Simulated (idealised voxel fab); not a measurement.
process module | voxel self aligned vias
cross-section cut | 175 nm wide | cells 5 nm
A cross-section is a grid of square cells, given in bands from the top down. A band is one or more rows of cells.
Each band's line starts with the height of the band's top and of its bottom, in nm. Then come its materials from left to right, each with its width in nm. One material with "throughout" fills the band from edge to edge. "air" is empty space.
Height 0 is the level under which the wafer as received is all one material. The lowest band goes on downwards, as in "0 down".
A width such as "30 to 40" changes by the same amount from each row of cells to the next, from the band's top row to its bottom row.
"no change" after a step means that no cell of the cross-section changed.
closed voids: empty space of 8 cells or more with no open way to the top, each as width x height at its distance from the left edge, in nm
after a step's settings: what the simulator itself notes on the step
overlay nm, on a step with a mask: how far to the right of its planned place the mask lay; to the left if negative
plan
1 op RECEIVE | material Si
2 op CONFORMAL_DEP | material SiO2 | thk nm 10
3 op CONFORMAL_DEP | material SiCN | thk nm 5
4 op DIRECTIONAL_DEP | material lowk | thk nm 25
5 op MASKED_ETCH | tone open | mask id LINES | width nm 30 | pitch nm 75 | etch materials lowk | depth nm 25 | overlay nm 0
6 op CONFORMAL_DEP | material TiN | thk nm 5
7 op FILL_DEP | material Ru | thk nm 10
8 op CMP | height nm 40
9 op SELECTIVE_ETCH | etch materials W Ru TiN | depth nm 10
10 op FILL_DEP | material SiN | thk nm 10
11 op CMP | height nm 40
12 op DIRECTIONAL_DEP | material lowk | thk nm 20
13 op MASKED_ETCH | tone open | mask id VIAS | width nm 50 | etch materials lowk | depth nm 20 | overlay nm 0
14 op MASKED_ETCH | tone open | mask id VIAS | width nm 50 | etch materials SiN | depth nm 10 | overlay nm 0
15 op CONFORMAL_DEP | material TiN | thk nm 5
16 op FILL_DEP | material Cu | thk nm 5
17 op CMP | height nm 60
18 op CONFORMAL_DEP | material SiN | thk nm 5
first wafer, as planned
as received, after step 1
  0 down: Si throughout
  closed voids: none
after step 2
  10 to 0: SiO2 throughout
  below 0: unchanged
after step 3
  15 to 10: SiCN throughout
  below 10: unchanged
after step 4
  40 to 15: lowk throughout
  below 15: unchanged
after step 5
  40 to 15: lowk 35 | air 30 | lowk 45 | air 30 | lowk 35
  below 15: unchanged
after step 6
  45 to 40: TiN 40 | air 20 | TiN 55 | air 20 | TiN 40
  40 to 20: lowk 35 | TiN 5 | air 20 | TiN 5 | lowk 45 | TiN 5 | air 20 | TiN 5 | lowk 35
  20 to 15: lowk 35 | TiN 30 | lowk 45 | TiN 30 | lowk 35
  below 15: unchanged
after step 7
  55 to 45: Ru throughout
  45 to 40: TiN 40 | Ru 20 | TiN 55 | Ru 20 | TiN 40
  40 to 20: lowk 35 | TiN 5 | Ru 20 | TiN 5 | lowk 45 | TiN 5 | Ru 20 | TiN 5 | lowk 35
  below 20: unchanged
after step 8
  40 to 20: lowk 35 | TiN 5 | Ru 20 | TiN 5 | lowk 45 | TiN 5 | Ru 20 | TiN 5 | lowk 35
  below 20: unchanged
after step 9
  40 to 30: lowk 35 | air 30 | lowk 45 | air 30 | lowk 35
  below 30: unchanged
after step 10
  50 to 40: SiN throughout
  40 to 30: lowk 35 | SiN 30 | lowk 45 | SiN 30 | lowk 35
  below 30: unchanged
after step 11
  40 to 30: lowk 35 | SiN 30 | lowk 45 | SiN 30 | lowk 35
  below 30: unchanged
after step 12
  60 to 40: lowk throughout
  below 40: unchanged
after step 13
  60 to 40: lowk 25 | air 50 | lowk 100
  below 40: unchanged
after step 14
  60 to 40: lowk 25 | air 50 | lowk 100
  40 to 30: lowk 35 | air 30 | lowk 45 | SiN 30 | lowk 35
  below 30: unchanged
after step 15
  65 to 60: TiN 30 | air 40 | TiN 105
  60 to 45: lowk 25 | TiN 5 | air 40 | TiN 5 | lowk 100
  45 to 40: lowk 25 | TiN 15 | air 20 | TiN 15 | lowk 100
  40 to 35: lowk 35 | TiN 5 | air 20 | TiN 5 | lowk 45 | SiN 30 | lowk 35
  35 to 30: lowk 35 | TiN 30 | lowk 45 | SiN 30 | lowk 35
  below 30: unchanged
after step 16
  70 to 65: Cu throughout
  65 to 60: TiN 30 | Cu 40 | TiN 105
  60 to 45: lowk 25 | TiN 5 | Cu 40 | TiN 5 | lowk 100
  45 to 40: lowk 25 | TiN 15 | Cu 20 | TiN 15 | lowk 100
  40 to 35: lowk 35 | TiN 5 | Cu 20 | TiN 5 | lowk 45 | SiN 30 | lowk 35
  below 35: unchanged
after step 17
  60 to 45: lowk 25 | TiN 5 | Cu 40 | TiN 5 | lowk 100
  below 45: unchanged
after step 18
  65 to 60: SiN throughout
  below 60: unchanged
second wafer: like start, like plan, one mistake. Through step 12 it matches the first wafer
when step 13 should have ended
  60 to 40: lowk 25 | air 50 | lowk 100
  40 to 30: lowk 25 | air 10 | SiN 30 | air 10 | lowk 35 | SiN 30 | lowk 35
  30 to 20: lowk 25 | air 10 | TiN 5 | Ru 20 | TiN 5 | air 10 | lowk 35 | TiN 5 | Ru 20 | TiN 5 | lowk 35
  below 20: unchanged
when step 14 should have ended
  60 to 40: lowk 25 | air 50 | lowk 100
  40 to 30: lowk 25 | air 50 | lowk 35 | SiN 30 | lowk 35
  below 30: unchanged
when step 15 should have ended
  65 to 60: TiN 30 | air 40 | TiN 105
  60 to 40: lowk 25 | TiN 5 | air 40 | TiN 5 | lowk 100
  40 to 35: lowk 25 | TiN 5 | air 40 | TiN 5 | lowk 35 | SiN 30 | lowk 35
  35 to 30: lowk 25 | TiN 50 | lowk 35 | SiN 30 | lowk 35
  30 to 20: lowk 25 | TiN 15 | Ru 20 | TiN 15 | lowk 35 | TiN 5 | Ru 20 | TiN 5 | lowk 35
  below 20: unchanged
when step 16 should have ended
  70 to 65: Cu throughout
  65 to 60: TiN 30 | Cu 40 | TiN 105
  60 to 40: lowk 25 | TiN 5 | Cu 40 | TiN 5 | lowk 100
  40 to 35: lowk 25 | TiN 5 | Cu 40 | TiN 5 | lowk 35 | SiN 30 | lowk 35
  below 35: unchanged
when step 17 should have ended
  60 to 40: lowk 25 | TiN 5 | Cu 40 | TiN 5 | lowk 100
  below 40: unchanged
when step 18 should have ended
  65 to 60: SiN throughout
  below 60: unchanged
what went wrong: step 13 was run twice
at the end the second wafer has, in cells: 8 more of Cu | 8 more of TiN | 16 fewer of lowk
